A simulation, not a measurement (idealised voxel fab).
process module | voxel ribs on slabs
cross-section cut | 240 nm wide | cells 5 nm
A cross-section is a grid of square cells, given in bands from the top down. A band is one or more rows of cells.
Each band's line starts with the height of the band's top and of its bottom, in nm. Then come its materials from left to right, each with its width in nm. One material with "throughout" fills the band from edge to edge. "air" is empty space.
Height 0 is the level under which the wafer as received is all one material. The lowest band goes on downwards, as in "0 down".
A width such as "30 to 40" changes by the same amount from each row of cells to the next, from the band's top row to its bottom row.
"no change" after a step means that no cell of the cross-section changed.
closed voids: empty space of 8 cells or more with no open way to the top, each as width x height at its distance from the left edge, in nm
after a step's settings: what the simulator itself notes on the step
overlay nm, on a step with a mask: how far to the right of its planned place the mask lay; to the left if negative
plan
1 op RECEIVE | material Si
2 op DIRECTIONAL_DEP | material SiO2 | thk nm 20
3 op DIRECTIONAL_DEP | material SiN | thk nm 20
4 op DIRECTIONAL_DEP | material aC | thk nm 10
5 op PATTERN | tone cover | mask id RIB | material resist | width nm 30 | thk nm 30 | overlay nm 0
6 op DIRECTIONAL_ETCH | etch materials aC | depth nm 10
7 op STRIP | etch materials resist
8 op DIRECTIONAL_ETCH | etch materials SiN | depth nm 15
9 op STRIP | etch materials aC
10 op MASKED_ETCH | tone cover | mask id SLAB | width nm 60 | etch materials SiN | depth nm 5 | overlay nm 0
11 op FILL_DEP | material SiO2 | thk nm 15
12 op CMP | height nm 50
13 op DIRECTIONAL_DEP | material W | thk nm 5
14 op MASKED_ETCH | tone cover | mask id HEATER | width nm 40 | etch materials W | depth nm 5 | overlay nm 0
15 op CONFORMAL_DEP | material SiN | thk nm 10
first wafer, as planned
as received, after step 1
  0 down: Si throughout
  closed voids: none
after step 2
  20 to 0: SiO2 throughout
  below 0: unchanged
after step 3
  40 to 20: SiN throughout
  below 20: unchanged
after step 4
  50 to 40: aC throughout
  below 40: unchanged
after step 5
  80 to 50: air 105 | resist 30 | air 105
  below 50: unchanged
after step 6
  70 to 50: air 105 | resist 30 | air 105
  50 to 40: air 105 | aC 30 | air 105
  below 40: unchanged
after step 7
  50 to 40: air 105 | aC 30 | air 105
  below 40: unchanged
after step 8
  50 to 40: air 105 | aC 30 | air 105
  40 to 25: air 105 | SiN 30 | air 105
  below 25: unchanged
after step 9
  40 to 25: air 105 | SiN 30 | air 105
  below 25: unchanged
after step 10
  40 to 25: air 105 | SiN 30 | air 105
  25 to 20: air 90 | SiN 60 | air 90
  below 20: unchanged
after step 11
  55 to 40: SiO2 throughout
  40 to 25: SiO2 105 | SiN 30 | SiO2 105
  25 to 20: SiO2 90 | SiN 60 | SiO2 90
  below 20: unchanged
after step 12
  50 to 40: SiO2 throughout
  below 40: unchanged
after step 13
  55 to 50: W throughout
  below 50: unchanged
after step 14
  55 to 50: air 100 | W 40 | air 100
  below 50: unchanged
after step 15
  65 to 60: air 90 | SiN 60 | air 90
  60 to 55: SiN throughout
  55 to 50: SiN 100 | W 40 | SiN 100
  below 50: unchanged
second wafer: like start, like plan, one mistake. Through step 9 it matches the first wafer
when step 10 should have ended
  40 to 25: air 105 | SiN 30 | air 105
  25 to 20: air 85 | SiN 70 | air 85
  below 20: unchanged
when step 11 should have ended
  55 to 40: SiO2 throughout
  40 to 25: SiO2 105 | SiN 30 | SiO2 105
  25 to 20: SiO2 85 | SiN 70 | SiO2 85
  below 20: unchanged
when step 12 should have ended
  50 to 40: SiO2 throughout
  below 40: unchanged
when step 13 should have ended
  55 to 50: W throughout
  below 50: unchanged
when step 14 should have ended
  55 to 50: air 100 | W 40 | air 100
  below 50: unchanged
when step 15 should have ended
  65 to 60: air 90 | SiN 60 | air 90
  60 to 55: SiN throughout
  55 to 50: SiN 100 | W 40 | SiN 100
  below 50: unchanged
what went wrong: step 10 ran as: op MASKED_ETCH | tone cover | mask id SLAB | width nm 70 | etch materials SiN | depth nm 5 | overlay nm 0
at the end the second wafer has, in cells: 2 more of SiN | 2 fewer of SiO2
